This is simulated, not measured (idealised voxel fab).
The document below concerns the process module designated voxel spacer lines.
230 nm wide, 5 nm square cells: that's cross-section cut.
In what follows, cross-sections appear as grids of square cells, described through bands that run from the top down, where every band is one or more rows of cells. Heights first: top, then bottom, in nm. Then materials, left to right, each with a width in nm. "everywhere" on a single material: fills the band edge to edge. "empty": empty space. Beneath 0, the wafer as received is one material, and that level is where height counting begins. The lowest band goes on downward without a bottom; it is written like "0 down". Graded width ("30..40"): value in top row of band = first number; value in bottom row = second number; row-to-row change constant. It should be understood that the words "no change occurred", when stated for a given step, signify that the cross-section underwent no change in any of its cells during that step. Entry "Enclosed internal cavities" = empty spaces >= 8 cells with no open way to the top; each as width x height at distance, distance from left edge, all nm. Step line, after settings: the simulator's comment on this step. The setting "overlay nm" may be written on the line of a step. When the step uses a mask, the value reports how far to the right of the planned place the mask lay, and a negative value reports that it lay to the left.

# Process steps (planned)
1) RECEIVE: material Si
2) CONFORMAL_DEP: material Al2O3, thk nm 5
3) DIRECTIONAL_DEP: material SiN, thk nm 20
4) DIRECTIONAL_DEP: material aC, thk nm 20
5) PATTERN: tone cover, mask id MANDREL, material resist, width nm 15, pitch nm 50, thk nm 25, overlay nm 0
6) DIRECTIONAL_ETCH: etch materials aC, depth nm 20
7) STRIP: etch materials resist
8) CONFORMAL_DEP: material SiO2, thk nm 10
9) DIRECTIONAL_ETCH: etch materials SiO2, depth nm 10
10) STRIP: etch materials aC
11) DIRECTIONAL_ETCH: etch materials SiN, depth nm 20
12) STRIP: etch materials SiO2
13) FILL_DEP: material lowk, thk nm 10
14) CMP: height nm 25

# Of two wafers, the first: run according to plan

# As received (post step 1): cross-section
> 0 down | Si everywhere
> Enclosed internal cavities: none

# Wafer xsec, post step 2
> 5 to 0 | Al2O3 everywhere
> At heights below 0, the structure remains unaltered.

# Wafer xsec, post step 3
> 25 to 5 | SiN everywhere
> At heights below 5, the structure remains unaltered.

# Wafer xsec, post step 4
> 45 to 25 | aC everywhere
> At heights below 25, the structure remains unaltered.

# Wafer xsec, post step 5
> 70 to 45 | 55 empty / 15 resist / 35 empty / 15 resist / 35 empty / 15 resist / 60 empty
> At heights below 45, the structure remains unaltered.

# Wafer xsec, post step 6
> 50 to 45 | 55 empty / 15 resist / 35 empty / 15 resist / 35 empty / 15 resist / 60 empty
> 45 to 25 | 55 empty / 15 aC / 35 empty / 15 aC / 35 empty / 15 aC / 60 empty
> At heights below 25, the structure remains unaltered.

# Wafer xsec, post step 7
> 45 to 25 | 55 empty / 15 aC / 35 empty / 15 aC / 35 empty / 15 aC / 60 empty
> At heights below 25, the structure remains unaltered.

# Wafer xsec, post step 8
> 55 to 45 | 45 empty / 35 SiO2 / 15 empty / 35 SiO2 / 15 empty / 35 SiO2 / 50 empty
> 45 to 35 | 45 empty / 10 SiO2 / 15 aC / 10 SiO2 / 15 empty / 10 SiO2 / 15 aC / 10 SiO2 / 15 empty / 10 SiO2 / 15 aC / 10 SiO2 / 50 empty
> 35 to 25 | 55 SiO2 / 15 aC / 35 SiO2 / 15 aC / 35 SiO2 / 15 aC / 60 SiO2
> At heights below 25, the structure remains unaltered.

# Wafer xsec, post step 9
> 45 to 25 | 45 empty / 10 SiO2 / 15 aC / 10 SiO2 / 15 empty / 10 SiO2 / 15 aC / 10 SiO2 / 15 empty / 10 SiO2 / 15 aC / 10 SiO2 / 50 empty
> At heights below 25, the structure remains unaltered.

# Wafer xsec, post step 10
> 45 to 25 | 45 empty / 10 SiO2 / 15 empty / 10 SiO2 / 15 empty / 10 SiO2 / 15 empty / 10 SiO2 / 15 empty / 10 SiO2 / 15 empty / 10 SiO2 / 50 empty
> At heights below 25, the structure remains unaltered.

# Wafer xsec, post step 11
> 45 to 25 | 45 empty / 10 SiO2 / 15 empty / 10 SiO2 / 15 empty / 10 SiO2 / 15 empty / 10 SiO2 / 15 empty / 10 SiO2 / 15 empty / 10 SiO2 / 50 empty
> 25 to 5 | 45 empty / 10 SiN / 15 empty / 10 SiN / 15 empty / 10 SiN / 15 empty / 10 SiN / 15 empty / 10 SiN / 15 empty / 10 SiN / 50 empty
> At heights below 5, the structure remains unaltered.

# Wafer xsec, post step 12
> 25 to 5 | 45 empty / 10 SiN / 15 empty / 10 SiN / 15 empty / 10 SiN / 15 empty / 10 SiN / 15 empty / 10 SiN / 15 empty / 10 SiN / 50 empty
> At heights below 5, the structure remains unaltered.

# Wafer xsec, post step 13
> 35 to 25 | lowk everywhere
> 25 to 5 | 45 lowk / 10 SiN / 15 lowk / 10 SiN / 15 lowk / 10 SiN / 15 lowk / 10 SiN / 15 lowk / 10 SiN / 15 lowk / 10 SiN / 50 lowk
> At heights below 5, the structure remains unaltered.

# Wafer xsec, post step 14
> 25 to 5 | 45 lowk / 10 SiN / 15 lowk / 10 SiN / 15 lowk / 10 SiN / 15 lowk / 10 SiN / 15 lowk / 10 SiN / 15 lowk / 10 SiN / 50 lowk
> At heights below 5, the structure remains unaltered.

# The second wafer began exactly as the first did and followed the same plan, but one mistake was made while running it; through step 6 inclusive, the two wafers are identical

# Cross-section: second wafer, time at which step 7 was scheduled to end
> 45 to 25 | 55 empty / 15 aC / 35 empty / 15 aC / 35 empty / 15 aC / 60 empty
> At heights below 25, the structure remains unaltered.

# Cross-section: second wafer, time at which step 8 was scheduled to end
> 55 to 45 | 45 empty / 35 SiO2 / 15 empty / 35 SiO2 / 15 empty / 35 SiO2 / 50 empty
> 45 to 35 | 45 empty / 10 SiO2 / 15 aC / 10 SiO2 / 15 empty / 10 SiO2 / 15 aC / 10 SiO2 / 15 empty / 10 SiO2 / 15 aC / 10 SiO2 / 50 empty
> 35 to 25 | 55 SiO2 / 15 aC / 35 SiO2 / 15 aC / 35 SiO2 / 15 aC / 60 SiO2
> At heights below 25, the structure remains unaltered.

# Cross-section: second wafer, time at which step 9 was scheduled to end
> 45 to 25 | 45 empty / 10 SiO2 / 15 aC / 10 SiO2 / 15 empty / 10 SiO2 / 15 aC / 10 SiO2 / 15 empty / 10 SiO2 / 15 aC / 10 SiO2 / 50 empty
> At heights below 25, the structure remains unaltered.

# Cross-section: second wafer, time at which step 10 was scheduled to end
> 45 to 25 | 45 empty / 10 SiO2 / 15 empty / 10 SiO2 / 15 empty / 10 SiO2 / 15 empty / 10 SiO2 / 15 empty / 10 SiO2 / 15 empty / 10 SiO2 / 50 empty
> At heights below 25, the structure remains unaltered.

# Cross-section: second wafer, time at which step 11 was scheduled to end
> 45 to 25 | 45 empty / 10 SiO2 / 15 empty / 10 SiO2 / 15 empty / 10 SiO2 / 15 empty / 10 SiO2 / 15 empty / 10 SiO2 / 15 empty / 10 SiO2 / 50 empty
> 25 to 5 | 45 empty / 10 SiN / 15 empty / 10 SiN / 15 empty / 10 SiN / 15 empty / 10 SiN / 15 empty / 10 SiN / 15 empty / 10 SiN / 50 empty
> At heights below 5, the structure remains unaltered.

# Cross-section: second wafer, time at which step 12 was scheduled to end
> 25 to 5 | 45 empty / 10 SiN / 15 empty / 10 SiN / 15 empty / 10 SiN / 15 empty / 10 SiN / 15 empty / 10 SiN / 15 empty / 10 SiN / 50 empty
> At heights below 5, the structure remains unaltered.

# Cross-section: second wafer, time at which step 13 was scheduled to end
> 35 to 25 | lowk everywhere
> 25 to 5 | 45 lowk / 10 SiN / 15 lowk / 10 SiN / 15 lowk / 10 SiN / 15 lowk / 10 SiN / 15 lowk / 10 SiN / 15 lowk / 10 SiN / 50 lowk
> At heights below 5, the structure remains unaltered.

# Cross-section: second wafer, time at which step 14 was scheduled to end
> 25 to 5 | 45 lowk / 10 SiN / 15 lowk / 10 SiN / 15 lowk / 10 SiN / 15 lowk / 10 SiN / 15 lowk / 10 SiN / 15 lowk / 10 SiN / 50 lowk
> At heights below 5, the structure remains unaltered.
Finding, execution versus plan: twice over, step 7 of the plan was run
The two wafers wind up with the same cross-section at the end, so whatever this model computes is the same despite the mistake.
